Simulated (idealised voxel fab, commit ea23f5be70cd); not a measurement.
Process module heading - voxel spacer lines
FYI the section here is cut, 225 nm wide, cells are 5 nm squares.
Notation: cross-section as square-cell grid; stated in bands, top first, going down; one or more cell rows per band. Basically the band line says how high the top is and how high the bottom is, in nm, and then what's in it from left to right, every material with its width in nm. Empty space shows up as "empty", and if a single material carries "throughout" it runs the full band edge to edge. Heights are measured from 0, the level below which the as-received wafer is all one material; the lowest band has no bottom and continues downward, written as in "0 and below". Top row gets the first number, bottom row gets the second, and each row in between changes by the same step: that is how a band width like "30 to 40" works. "no alterations made" after a step means that no cell of the cross-section changed. "Voids, enclosed" - sealed voids, min. 8 cells, no opening to top; format: width x height at distance (distance from left edge; nm throughout). What comes after the settings on a step's line is commentary from the simulator itself on that step. Each step line may optionally specify "overlay nm", which for a step with a mask gives the rightward distance between the mask's planned place and where it lay, a negative value indicating the leftward direction.

These are the steps we planned for the process:
- 1: RECEIVE [material Si]
- 2: CONFORMAL_DEP [material Al2O3] [thk nm 5]
- 3: DIRECTIONAL_DEP [material SiN] [thk nm 10]
- 4: DIRECTIONAL_DEP [material polySi] [thk nm 25]
- 5: PATTERN [tone cover] [mask id MANDREL] [material resist] [width nm 25] [pitch nm 80] [thk nm 30] [overlay nm 0]
- 6: DIRECTIONAL_ETCH [etch materials polySi] [depth nm 25]
- 7: STRIP [etch materials resist]
- 8: CONFORMAL_DEP [material SiO2] [thk nm 15]
- 9: DIRECTIONAL_ETCH [etch materials SiO2] [depth nm 15]
- 10: STRIP [etch materials polySi]
- 11: DIRECTIONAL_ETCH [etch materials SiN] [depth nm 10]
- 12: STRIP [etch materials SiO2]
- 13: FILL_DEP [material SiO2] [thk nm 5]
- 14: CMP [height nm 15]

Incoming wafer, cross-sectional view, post step 1:
> 0 and below | Si throughout
> Voids, enclosed: none

End-of-module cross-section. Starting structure and process plan as above; one mistake made in running it:
> 15 down to 5 | 40 of SiO2; 15 of SiN; 35 of SiO2; 15 of SiN; 15 of SiO2; 15 of SiN; 35 of SiO2; 15 of SiN; 40 of SiO2
> 5 down to 0 | Al2O3 throughout
> 0 and below | Si throughout
> Voids, enclosed: none
What was the processing mistake? step 5, actual vs plan mismatch, actual run PATTERN [tone cover] [mask id MANDREL] [material resist] [width nm 35] [pitch nm 80] [thk nm 30] [overlay nm 0]
